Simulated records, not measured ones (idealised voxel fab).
Presented below is a process module, voxel ribs on slabs.
Xsec cut, 280 nm wide, square cell size 5 nm.
Cross-sections here: square-cell grids, written as top-down lists of bands, a band being one or more rows of cells. The band entry comprises the height of the band's top followed by the height of its bottom, expressed in nm, and subsequently the band's materials from left to right, each stated together with its width in nm. Where a single material is marked with the word "everywhere", that material fills the band from edge to edge. The word "air" represents empty space. Zero point of the height axis is 0; under it, received wafer = one material. Lowest band: continues down indefinitely, "from 0 down". A width such as "30 to 40" changes by the same amount from each row of cells to the next, from the band's top row to its bottom row. For the purposes of this document, the phrase "remained the same" attached to a step denotes that no cell within the cross-section was modified by that step. "Closed void catalog": empty spaces of 8 cells or more with no open way to the top, each given as width x height at distance, distance from the left edge, all in nm. Note: text after step settings on the step line = simulator remark on that step. When a step includes a mask, the "overlay nm" setting on its line states how far to the right of its planned place that mask lay, and negative values state how far to the left.

The process steps that were planned are listed below:
1: RECEIVE with material Si
2: DIRECTIONAL_DEP with material SiO2, thk nm 30
3: DIRECTIONAL_DEP with material SiN, thk nm 20
4: PATTERN with tone cover, mask id RIB, material resist, width nm 15, thk nm 15, overlay nm 0
5: DIRECTIONAL_ETCH with etch materials SiN, depth nm 10
6: STRIP with etch materials resist
7: MASKED_ETCH with tone cover, mask id SLAB, width nm 45, etch materials SiN, depth nm 10, overlay nm 0
8: FILL_DEP with material SiO2, thk nm 20
9: CMP with height nm 60
10: DIRECTIONAL_DEP with material W, thk nm 5
11: MASKED_ETCH with tone cover, mask id HEATER, width nm 25, etch materials W, depth nm 5, overlay nm 0
12: CONFORMAL_DEP with material SiO2, thk nm 5

Wafer cross-section on receipt, i.e. after step 1:
> from 0 down  Si everywhere
> Closed void catalog: none

First wafer of two, sectioned at end of module; run went per plan:
> from 70 to 65  air 120 | SiO2 35 | air 125
> from 65 to 60  SiO2 125 | W 25 | SiO2 130
> from 60 to 50  SiO2 everywhere
> from 50 to 40  SiO2 130 | SiN 15 | SiO2 135
> from 40 to 30  SiO2 115 | SiN 45 | SiO2 120
> from 30 to 0  SiO2 everywhere
> from 0 down  Si everywhere
> Closed void catalog: none

Second wafer cross-section at end of module - shared start and plan with the first, one mistake in the run:
> from 70 to 65  air 120 | SiO2 35 | air 125
> from 65 to 60  SiO2 125 | W 25 | SiO2 130
> from 60 to 40  SiO2 everywhere
> from 40 to 30  SiN 115 | SiO2 15 | SiN 15 | SiO2 15 | SiN 120
> from 30 to 0  SiO2 everywhere
> from 0 down  Si everywhere
> Closed void catalog: none
Which mistake was made when the wafer was run? step 7 was processed under conditions differing from the plan, specifically as MASKED_ETCH with tone open, mask id SLAB, width nm 45, etch materials SiN, depth nm 10, overlay nm 0
at the end the second wafer has, in cells: SiN: 76 more; SiO2: 76 fewer
